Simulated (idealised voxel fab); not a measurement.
This section sets out a process module, namely voxel gate over fins.
It is cross-section cut that appears here, measuring 220 nm in width, its square cells being 5 nm in size.
Cross-sections here: square-cell grids, written as top-down lists of bands, a band being one or more rows of cells.
Within each band entry, the heights of the top and of the bottom of the band appear first, in that order and in nm; the materials of the band then follow from left to right, each with its corresponding width in nm. The designation "all across" on a single material indicates that it fills the band from edge to edge; the designation "empty" indicates empty space.
The level at which height equals 0 is the one under which the wafer, as it arrives, is entirely one material. No lower edge exists for the bottom band, which continues downward and is notated as in "from 0 down".
Width spec "30->40" -> top row of cells at first value, bottom row at second value, equal per-row change in between.
Basically "remained the same" means that step didn't change any cell in the cross-section.
What "Sealed void inventory" gives you is every empty space of 8 cells or more that is cut off from the top. Each appears as width x height at distance, with the distance taken from the left edge and width, height and distance all in nm.
Formally, on a step line, whatever follows the settings is a remark that the simulator itself makes on the step.
The "overlay nm" setting may appear on a step's line; for a step that uses a mask, it gives how far to the right of its planned position the mask lay, and a negative value indicates the left.

### List of planned process steps
| 1 | RECEIVE,material Si |
| 2 | CONFORMAL_DEP,material SiN,thk nm 5 |
| 3 | DIRECTIONAL_DEP,material aC,thk nm 10 |
| 4 | PATTERN,tone cover,mask id FINS,material resist,width nm 15,pitch nm 40,thk nm 25,overlay nm 0 |
| 5 | DIRECTIONAL_ETCH,etch materials aC,depth nm 10 |
| 6 | STRIP,etch materials resist |
| 7 | DIRECTIONAL_ETCH,etch materials SiN,depth nm 5 |
| 8 | DIRECTIONAL_ETCH,etch materials Si,depth nm 30 |
| 9 | STRIP,etch materials aC |
| 10 | FILL_DEP,material SiO2,thk nm 10 |
| 11 | CMP,height nm 5 |
| 12 | SELECTIVE_ETCH,etch materials SiO2,depth nm 20 |
| 13 | STRIP,etch materials SiN |
| 14 | CONFORMAL_DEP,material HfO2,thk nm 5 |
| 15 | CONFORMAL_DEP,material TiN,thk nm 5 |
| 16 | FILL_DEP,material W,thk nm 15 |
| 17 | CMP,height nm 20 |
| 18 | CONFORMAL_DEP,material SiN,thk nm 5 |

### Wafer at receipt (post step 1), cross-section
- from 0 down: Si all across
- Sealed void inventory: none

### Same starting wafer, same plan as above, one mistake in the execution; this is the cross-section at the end of the module
- from 25 to 20: SiN all across
- from 20 to 5: W all across
- from 5 to 0: 70 nm W  35 nm TiN  5 nm W  35 nm TiN  75 nm W
- from 0 to -5: 70 nm W  5 nm TiN  25 nm HfO2  5 nm TiN  5 nm W  5 nm TiN  25 nm HfO2  5 nm TiN  75 nm W
- from -5 to -15: 70 nm W  5 nm TiN  5 nm HfO2  15 nm Si  5 nm HfO2  5 nm TiN  5 nm W  5 nm TiN  5 nm HfO2  15 nm Si  5 nm HfO2  5 nm TiN  75 nm W
- from -15 to -20: 75 nm TiN  5 nm HfO2  15 nm Si  5 nm HfO2  15 nm TiN  5 nm HfO2  15 nm Si  5 nm HfO2  80 nm TiN
- from -20 to -25: 80 nm HfO2  15 nm Si  25 nm HfO2  15 nm Si  85 nm HfO2
- from -25 to -30: 80 nm SiO2  15 nm Si  25 nm SiO2  15 nm Si  85 nm SiO2
- from -30 down: Si all across
- Sealed void inventory: none
The plan and the run diverged here: step 11 went in with a setting other than planned; the actual run was CMP,height nm -5
